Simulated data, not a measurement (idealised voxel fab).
Name of the process module below: voxel capacitor over wiring
In the cross-section labelled cut, the width is 240 nm and each square cell is 5 nm.
In this document a cross-section is written as a grid of square cells. It is given as a series of bands, listed from the top down, and a band is one or more rows of cells.
Band entry format. Leading values: height of top, height of bottom, nm. Remainder: materials in left-to-right order, each with its width in nm. Special words: "everywhere" on a single material, which then fills the band edge to edge; "blank", empty space.
All heights in this document are referenced to 0, defined as the level beneath which the wafer, as received, consists entirely of one material. The lowest band is not bounded below; it extends indefinitely downward and is written in the form "0 and below".
You'd read "30->40" like this: the band's top row of cells is as wide as the first number, its bottom row is as wide as the second, and going down, every row changes width by the same amount as the row before did.
No cell of the cross-section changed in a step that is given as "nothing changed".
Entry "Trapped voids" = empty spaces >= 8 cells with no open way to the top; each as width x height at distance, distance from left edge, all nm.
The remark found on a step's line after its settings is issued by the simulator itself and pertains to that step.
overlay nm: for a step with a mask, the amount by which the mask lay right of where it was planned; a negative amount means left of it.
**Process steps - plan**
| 1 | RECEIVE | material Si |
| 2 | CONFORMAL_DEP | material SiO2 | thk nm 15 |
| 3 | DIRECTIONAL_DEP | material TiN | thk nm 5 |
| 4 | DIRECTIONAL_DEP | material W | thk nm 25 |
| 5 | PATTERN | tone cover | mask id METAL_1 | material resist | width nm 25 | pitch nm 90 | thk nm 20 | overlay nm 0 |
| 6 | DIRECTIONAL_ETCH | etch materials W | depth nm 25 |
| 7 | DIRECTIONAL_ETCH | etch materials TiN | depth nm 5 |
| 8 | STRIP | etch materials resist |
| 9 | CONFORMAL_DEP | material SiN | thk nm 5 |
| 10 | FILL_DEP | material lowk | thk nm 5 |
| 11 | CMP | height nm 45 |
| 12 | CONFORMAL_DEP | material SiCN | thk nm 5 |
| 13 | DIRECTIONAL_DEP | material SiO2 | thk nm 15 |
| 14 | DIRECTIONAL_DEP | material aC | thk nm 15 |
| 15 | PATTERN | tone open | mask id PLUG_1 | material resist | width nm 15 | thk nm 30 | overlay nm 0 |
| 16 | DIRECTIONAL_ETCH | etch materials aC | depth nm 15 |
| 17 | STRIP | etch materials resist |
| 18 | DIRECTIONAL_ETCH | etch materials SiO2 | depth nm 15 |
| 19 | DIRECTIONAL_ETCH | etch materials SiCN | depth nm 5 |
| 20 | STRIP | etch materials aC |
| 21 | CONFORMAL_DEP | material TiN | thk nm 5 |
| 22 | FILL_DEP | material Ru | thk nm 10 |
| 23 | CMP | height nm 65 |
| 24 | DIRECTIONAL_DEP | material TiN | thk nm 5 |
| 25 | DIRECTIONAL_DEP | material Al2O3 | thk nm 5 |
| 26 | DIRECTIONAL_DEP | material TiN | thk nm 5 |
| 27 | DIRECTIONAL_DEP | material aC | thk nm 10 |
| 28 | PATTERN | tone cover | mask id UPPER_PLATE | material resist | width nm 70 | thk nm 25 | overlay nm 0 |
| 29 | DIRECTIONAL_ETCH | etch materials aC | depth nm 10 |
| 30 | STRIP | etch materials resist |
| 31 | DIRECTIONAL_ETCH | etch materials TiN | depth nm 5 |
| 32 | DIRECTIONAL_ETCH | etch materials Al2O3 | depth nm 5 |
| 33 | STRIP | etch materials aC |
| 34 | PATTERN | tone cover | mask id LOWER_PLATE | material resist | width nm 80 | thk nm 15 | overlay nm 0 |
| 35 | DIRECTIONAL_ETCH | etch materials TiN | depth nm 5 |
| 36 | STRIP | etch materials resist |
| 37 | FILL_DEP | material SiO2 | thk nm 15 |
| 38 | CMP | height nm 90 |
| 39 | PATTERN | tone open | mask id PLUG_2 | material resist | width nm 15 | thk nm 15 | overlay nm 0 |
| 40 | DIRECTIONAL_ETCH | etch materials SiO2 | depth nm 10 |
| 41 | STRIP | etch materials resist |
| 42 | CONFORMAL_DEP | material TiN | thk nm 5 |
| 43 | FILL_DEP | material Ru | thk nm 5 |
| 44 | CMP | height nm 90 |
| 45 | CONFORMAL_DEP | material SiN | thk nm 5 |
**Cross-section of the wafer at receipt, which is the condition after step 1**
- 0 and below = Si everywhere
- Trapped voids: none
**End state of the module in cross-section, given the above starting point and plan and one mistake in execution**
- 95 down to 90 = SiN everywhere
- 90 down to 85 = SiO2: 80  TiN: 5  Ru: 5  TiN: 5  SiO2: 145
- 85 down to 80 = SiO2: 80  TiN: 15  SiO2: 145
- 80 down to 75 = SiO2 everywhere
- 75 down to 70 = SiO2: 70  Al2O3: 70  SiO2: 100
- 70 down to 65 = SiO2: 65  TiN: 80  SiO2: 95
- 65 down to 50 = SiO2: 70  TiN: 5  Ru: 5  TiN: 5  SiO2: 155
- 50 down to 45 = SiCN: 70  TiN: 15  SiCN: 155
- 45 down to 20 = lowk: 55  SiN: 5  W: 25  SiN: 5  lowk: 55  SiN: 5  W: 25  SiN: 5  lowk: 60
- 20 down to 15 = SiN: 60  TiN: 25  SiN: 65  TiN: 25  SiN: 65
- 15 down to 0 = SiO2 everywhere
- 0 and below = Si everywhere
- Trapped voids: none
what went wrong: the plan's step 26 went unexecuted, having been skipped
